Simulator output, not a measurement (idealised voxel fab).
Herein follows the process module entitled voxel released beams.
Section shown: cut. Width: 255 nm. Cell size: 5 nm, square.
This document writes a cross-section as a grid whose cells are square, and gives it as bands, listed from the top down; one or more rows of cells form a band. What a band's entry tells you: where the top is and where the bottom is, as heights in nm, and after that what lies inside, material by material from left to right, each with its width in nm. Empty space is written as the word "air", and a single material marked with the word "full width" occupies the band from edge to edge. Measure heights from 0. That's the level where, below it, the as-received wafer is all one material. The lowest band is bottomless and extends downward; write it as in "0 -> down". Width spec "30->40" -> top row of cells at first value, bottom row at second value, equal per-row change in between. "remains unaltered" (step): cross-section cells unchanged, all of them. The list in "Sealed internal cavities" covers empty spaces of 8 cells or more that cannot reach the top through any open way, and it gives each as width x height at distance; the distance is from the left edge, and width, height and distance are in nm. What comes after the settings on a step's line is commentary from the simulator itself on that step. "overlay nm" denotes, for a step that has a mask, the displacement of the mask to the right of its planned place, with negative values corresponding to the left.

**plan**
1,RECEIVE with material Si
2,CONFORMAL_DEP with material Al2O3, thk nm 10
3,DIRECTIONAL_DEP with material SiO2, thk nm 10
4,DIRECTIONAL_DEP with material aC, thk nm 15
5,PATTERN with tone open, mask id ANCHOR, material resist, width nm 30, thk nm 35, overlay nm 0
6,DIRECTIONAL_ETCH with etch materials aC, depth nm 15
7,STRIP with etch materials resist
8,DIRECTIONAL_ETCH with etch materials SiO2, depth nm 10
9,STRIP with etch materials aC
10,CONFORMAL_DEP with material SiN, thk nm 10
11,MASKED_ETCH with tone cover, mask id BEAM, width nm 100, etch materials SiN, depth nm 10, overlay nm -15
12,STRIP with etch materials SiO2
What sets these wafers apart? The overlay nm at step 11. They all start alike, and the plan carries the first wafer's value.

**The first of several wafers as received, shown in cross-section; this is its state after step 1**
> 0 -> down: Si full width
> Sealed internal cavities: none

**Module finished, last step 12 done: cross-section of the first of several wafers**
> 30 -> 20: air=60; SiN=30; air=10; SiN=60; air=95
> 20 -> 10: air=80; SiN=30; air=145
> 10 -> 0: Al2O3 full width
> 0 -> down: Si full width
> Sealed internal cavities: none

**last wafer at the end**
> 30 -> 20: air=100; SiN=90; air=65
> 20 -> 10: air=80; SiN=30; air=145
> 10 -> 0: Al2O3 full width
> 0 -> down: Si full width
> Sealed internal cavities: none

**Each row below is a wafer at the end of the module, listing for every material the number of cells it has gained (+) or lost (-) since it was received, followed by its closed voids**
overlay nm -15; +102 Al2O3; +48 SiN; Sealed internal cavities: none
overlay nm -10; +102 Al2O3; +48 SiN; Sealed internal cavities: none
overlay nm -5; +102 Al2O3; +48 SiN; Sealed internal cavities: none
overlay nm 0; +102 Al2O3; +48 SiN; Sealed internal cavities: none
overlay nm 5; +102 Al2O3; +48 SiN; Sealed internal cavities: none
overlay nm 10; +102 Al2O3; +48 SiN; Sealed internal cavities: none
overlay nm 15; +102 Al2O3; +48 SiN; Sealed internal cavities: none
